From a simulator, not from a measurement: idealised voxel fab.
Process module, titled voxel gate over fins
We display cut, a cross-section 160 nm in width whose square cells are each 5 nm.
This document writes a cross-section as a grid whose cells are square, and gives it as bands, listed from the top down; one or more rows of cells form a band.
First you get the band's top height and its bottom height, in nm, and then the materials it's made of, left to right, with each width in nm. If you see a single material with "edge to edge", that one covers the band edge to edge. "empty" is empty space.
Counting heights begins at 0, where everything beneath is, in the wafer as received, one material. The lowest band has no bottom; it goes on downwards, as "top 0, no bottom" shows.
The notation "30 to 40" denotes a width that varies across the rows of cells in the band, beginning at the first number in the top row, finishing at the second number in the bottom row, and changing by an identical amount from each row to the next.
The cross-section has no changed cell in any step marked "all unchanged".
If an empty space has no open way to the top and is at least 8 cells in size, "Closed void list" lists it, written width x height at distance, where distance is measured from the left edge and every value is in nm.
On a step's line, text after the settings is the simulator commenting on that step.
Each step line may optionally specify "overlay nm", which for a step with a mask gives the rightward distance between the mask's planned place and where it lay, a negative value indicating the leftward direction.

-- Planned step list for the process
| 1 | RECEIVE, material Si |
| 2 | CONFORMAL_DEP, material SiN, thk nm 5 |
| 3 | PATTERN, tone cover, mask id FINS, material resist, width nm 15, pitch nm 50, thk nm 15, overlay nm 0 |
| 4 | DIRECTIONAL_ETCH, etch materials SiN, depth nm 5 |
| 5 | DIRECTIONAL_ETCH, etch materials Si, depth nm 40 |
| 6 | STRIP, etch materials resist |
| 7 | FILL_DEP, material SiO2, thk nm 15 |
| 8 | CMP, height nm 5 |
| 9 | DIRECTIONAL_DEP, material aC, thk nm 15 |
| 10 | PATTERN, tone open, mask id RAIL, material resist, width nm 15, thk nm 30, overlay nm 0 |
| 11 | DIRECTIONAL_ETCH, etch materials aC, depth nm 15 |
| 12 | STRIP, etch materials resist |
| 13 | DIRECTIONAL_ETCH, etch materials SiO2, depth nm 40 |
| 14 | STRIP, etch materials aC |
| 15 | CONFORMAL_DEP, material TiN, thk nm 5 |
| 16 | FILL_DEP, material Ru, thk nm 5 |
| 17 | CMP, height nm 5 |
| 18 | SELECTIVE_ETCH, etch materials W Ru TiN, depth nm 25 |
| 19 | FILL_DEP, material SiO2, thk nm 5 |
| 20 | CMP, height nm 5 |
| 21 | SELECTIVE_ETCH, etch materials SiO2, depth nm 15 |
| 22 | STRIP, etch materials SiN |
| 23 | CONFORMAL_DEP, material HfO2, thk nm 5 |
| 24 | CONFORMAL_DEP, material TiN, thk nm 5 |
| 25 | CONFORMAL_DEP, material TiAl, thk nm 5 |
| 26 | CONFORMAL_DEP, material TiN, thk nm 5 |
| 27 | FILL_DEP, material W, thk nm 15 |
| 28 | CMP, height nm 30 |
| 29 | CONFORMAL_DEP, material SiCN, thk nm 10 |

-- So this is the incoming wafer in cross-section - it's already been through step 1
top 0, no bottom | Si edge to edge
Closed void list: none

-- Final wafer profile in cross-section after the module, from the same start and plan as above, with one mistake made during processing
top 40, bottom 30 | SiCN edge to edge
top 30, bottom 20 | W edge to edge
top 20, bottom 15 | TiN 155 / W 5
top 15, bottom 10 | TiN 5 / TiAl 45 / TiN 5 / TiAl 45 / TiN 5 / TiAl 45 / TiN 5 / W 5
top 10, bottom 5 | TiN 5 / TiAl 5 / TiN 35 / TiAl 5 / TiN 5 / TiAl 5 / TiN 35 / TiAl 5 / TiN 5 / TiAl 5 / TiN 35 / TiAl 5 / TiN 10
top 5, bottom 0 | TiAl 10 / TiN 5 / HfO2 25 / TiN 5 / TiAl 15 / TiN 5 / HfO2 25 / TiN 5 / TiAl 15 / TiN 5 / HfO2 25 / TiN 5 / TiAl 15
top 0, bottom -5 | TiN 15 / HfO2 5 / Si 15 / HfO2 5 / TiN 25 / HfO2 5 / Si 15 / HfO2 5 / TiN 25 / HfO2 5 / Si 15 / HfO2 5 / TiN 20
top -5, bottom -10 | HfO2 20 / Si 15 / HfO2 35 / Si 15 / HfO2 35 / Si 15 / HfO2 25
top -10, bottom -20 | SiO2 20 / Si 15 / SiO2 35 / Si 15 / SiO2 35 / Si 15 / SiO2 25
top -20, bottom -30 | SiO2 20 / Si 15 / SiO2 5 / TiN 5 / Ru 5 / TiN 5 / SiO2 15 / Si 15 / SiO2 35 / Si 15 / SiO2 25
top -30, bottom -35 | SiO2 20 / Si 15 / SiO2 5 / TiN 15 / SiO2 15 / Si 15 / SiO2 35 / Si 15 / SiO2 25
top -35, bottom -40 | SiO2 20 / Si 15 / SiO2 35 / Si 15 / SiO2 35 / Si 15 / SiO2 25
top -40, no bottom | Si edge to edge
Closed void list: none
The mistake made against the process plan was this: step 10 ran differently from the plan; actual operation with settings: PATTERN, tone open, mask id RAIL, material resist, width nm 15, thk nm 30, overlay nm -5
